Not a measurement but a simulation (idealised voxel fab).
process module | voxel wiring stack
cross-section cut | 290 nm wide | cells 5 nm
A cross-section is a grid of square cells, given in bands from the top down. A band is one or more rows of cells.
Each band's line starts with the height of the band's top and of its bottom, in nm. Then come its materials from left to right, each with its width in nm. One material with "throughout" fills the band from edge to edge. "air" is empty space.
Height 0 is the level under which the wafer as received is all one material. The lowest band goes on downwards, as in "0 down".
A width such as "30 to 40" changes by the same amount from each row of cells to the next, from the band's top row to its bottom row.
"no change" after a step means that no cell of the cross-section changed.
closed voids: empty space of 8 cells or more with no open way to the top, each as width x height at its distance from the left edge, in nm
after a step's settings: what the simulator itself notes on the step
overlay nm, on a step with a mask: how far to the right of its planned place the mask lay; to the left if negative
plan
1 op RECEIVE | material Si
2 op CONFORMAL_DEP | material SiO2 | thk nm 10
3 op CONFORMAL_DEP | material SiCN | thk nm 5
4 op DIRECTIONAL_DEP | material lowk | thk nm 15
5 op MASKED_ETCH | tone open | mask id METAL_1 | width nm 25 | pitch nm 50 | etch materials lowk | depth nm 15 | overlay nm 0
6 op MASKED_ETCH | tone open | mask id METAL_1 | width nm 25 | pitch nm 50 | etch materials SiCN | depth nm 5 | overlay nm 0
7 op CONFORMAL_DEP | material TiN | thk nm 5
8 op FILL_DEP | material Ru | thk nm 5
9 op CMP | height nm 30
10 op CONFORMAL_DEP | material SiCN | thk nm 5
11 op DIRECTIONAL_DEP | material SiO2 | thk nm 20
12 op PATTERN | tone open | mask id PLUG_1 | material resist | width nm 15 | pitch nm 50 | thk nm 15 | overlay nm 0
13 op DIRECTIONAL_ETCH | etch materials SiO2 | depth nm 20
14 op DIRECTIONAL_ETCH | etch materials SiCN | depth nm 5
15 op STRIP | etch materials resist
16 op CONFORMAL_DEP | material TiN | thk nm 5
17 op FILL_DEP | material W | thk nm 5
18 op CMP | height nm 55
19 op CONFORMAL_DEP | material SiCN | thk nm 5
20 op DIRECTIONAL_DEP | material SiO2 | thk nm 20
21 op PATTERN | tone open | mask id METAL_2 | material resist | width nm 25 | pitch nm 50 | thk nm 15 | overlay nm 0
22 op DIRECTIONAL_ETCH | etch materials SiO2 | depth nm 20
23 op DIRECTIONAL_ETCH | etch materials SiCN | depth nm 5
24 op STRIP | etch materials resist
25 op CONFORMAL_DEP | material TiN | thk nm 5
26 op FILL_DEP | material Cu | thk nm 5
27 op CMP | height nm 80
28 op CONFORMAL_DEP | material SiCN | thk nm 5
as received, after step 1
  0 down: Si throughout
  closed voids: none
first wafer at the end, as planned
  85 to 80: SiCN throughout
  80 to 60: SiO2 105 | TiN 5 | Cu 15 | TiN 5 | SiO2 25 | TiN 5 | Cu 15 | TiN 5 | SiO2 110
  60 to 55: SiCN 105 | TiN 25 | SiCN 25 | TiN 25 | SiCN 110
  55 to 35: SiO2 105 | TiN 5 | W 5 | TiN 5 | SiO2 35 | TiN 5 | W 5 | TiN 5 | SiO2 120
  35 to 30: SiCN 105 | TiN 15 | SiCN 35 | TiN 15 | SiCN 120
  30 to 15: lowk 105 | TiN 5 | Ru 15 | TiN 5 | lowk 25 | TiN 5 | Ru 15 | TiN 5 | lowk 110
  15 to 10: SiCN 105 | TiN 25 | SiCN 25 | TiN 25 | SiCN 110
  10 to 0: SiO2 throughout
  0 down: Si throughout
  closed voids: none
second wafer at the end: like start, like plan, one mistake
  85 to 80: SiCN throughout
  80 to 60: SiO2 105 | TiN 5 | Cu 15 | TiN 5 | SiO2 25 | TiN 5 | Cu 15 | TiN 5 | SiO2 110
  60 to 55: SiCN 105 | TiN 25 | SiCN 25 | TiN 25 | SiCN 110
  55 to 35: SiO2 105 | TiN 5 | W 5 | TiN 5 | SiO2 35 | TiN 5 | W 5 | TiN 5 | SiO2 120
  35 to 30: SiCN 105 | TiN 15 | SiCN 35 | TiN 15 | SiCN 120
  30 to 20: lowk 110 | TiN 5 | Ru 15 | TiN 5 | lowk 25 | TiN 5 | Ru 15 | TiN 5 | lowk 105
  20 to 15: lowk 110 | TiN 5 | Ru 10 | TiN 10 | lowk 25 | TiN 5 | Ru 10 | TiN 10 | lowk 105
  15 to 10: SiCN 110 | TiN 20 | SiCN 30 | TiN 20 | SiCN 110
  10 to 0: SiO2 throughout
  0 down: Si throughout
  closed voids: none
what went wrong: step 5 ran as: op MASKED_ETCH | tone open | mask id METAL_1 | width nm 25 | pitch nm 50 | etch materials lowk | depth nm 15 | overlay nm 5
at the end the second wafer has, in cells: 2 fewer of Ru | 2 more of SiCN
